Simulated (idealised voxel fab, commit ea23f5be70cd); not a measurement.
process module | voxel ribs on slabs
cross-section cut | 295 nm wide | cells 5 nm
A cross-section is a grid of square cells, given in bands from the top down. A band is one or more rows of cells.
Each band's line starts with the height of the band's top and of its bottom, in nm. Then come its materials from left to right, each with its width in nm. One material with "throughout" fills the band from edge to edge. "air" is empty space.
Height 0 is the level under which the wafer as received is all one material. The lowest band goes on downwards, as in "0 down".
A width such as "30 to 40" changes by the same amount from each row of cells to the next, from the band's top row to its bottom row.
"no change" after a step means that no cell of the cross-section changed.
closed voids: empty space of 8 cells or more with no open way to the top, each as width x height at its distance from the left edge, in nm
after a step's settings: what the simulator itself notes on the step
overlay nm, on a step with a mask: how far to the right of its planned place the mask lay; to the left if negative
plan
1 op RECEIVE | material Si
2 op DIRECTIONAL_DEP | material SiO2 | thk nm 20
3 op DIRECTIONAL_DEP | material SiN | thk nm 25
4 op MASKED_ETCH | tone cover | mask id RIB | width nm 30 | etch materials SiN | depth nm 5 | overlay nm 0
5 op PATTERN | tone cover | mask id SLAB | material resist | width nm 60 | thk nm 20 | overlay nm 0
6 op DIRECTIONAL_ETCH | etch materials SiN | depth nm 20
7 op STRIP | etch materials resist
8 op FILL_DEP | material SiO2 | thk nm 25
9 op CMP | height nm 65
10 op DIRECTIONAL_DEP | material W | thk nm 5
11 op DIRECTIONAL_DEP | material aC | thk nm 10
12 op PATTERN | tone cover | mask id HEATER | material resist | width nm 40 | thk nm 30 | overlay nm 0
13 op DIRECTIONAL_ETCH | etch materials aC | depth nm 10
14 op STRIP | etch materials resist
15 op DIRECTIONAL_ETCH | etch materials W | depth nm 5
16 op STRIP | etch materials aC
17 op CONFORMAL_DEP | material SiO2 | thk nm 5
as received, after step 1
  0 down: Si throughout
  closed voids: none
a wafer at the end: this start, this plan, one mistake
  70 to 65: air 125 | W 40 | air 130
  65 to 45: SiO2 throughout
  45 to 40: SiO2 130 | SiN 30 | SiO2 135
  40 to 20: SiO2 115 | SiN 60 | SiO2 120
  20 to 0: SiO2 throughout
  0 down: Si throughout
  closed voids: none
what went wrong: step 17 was left out
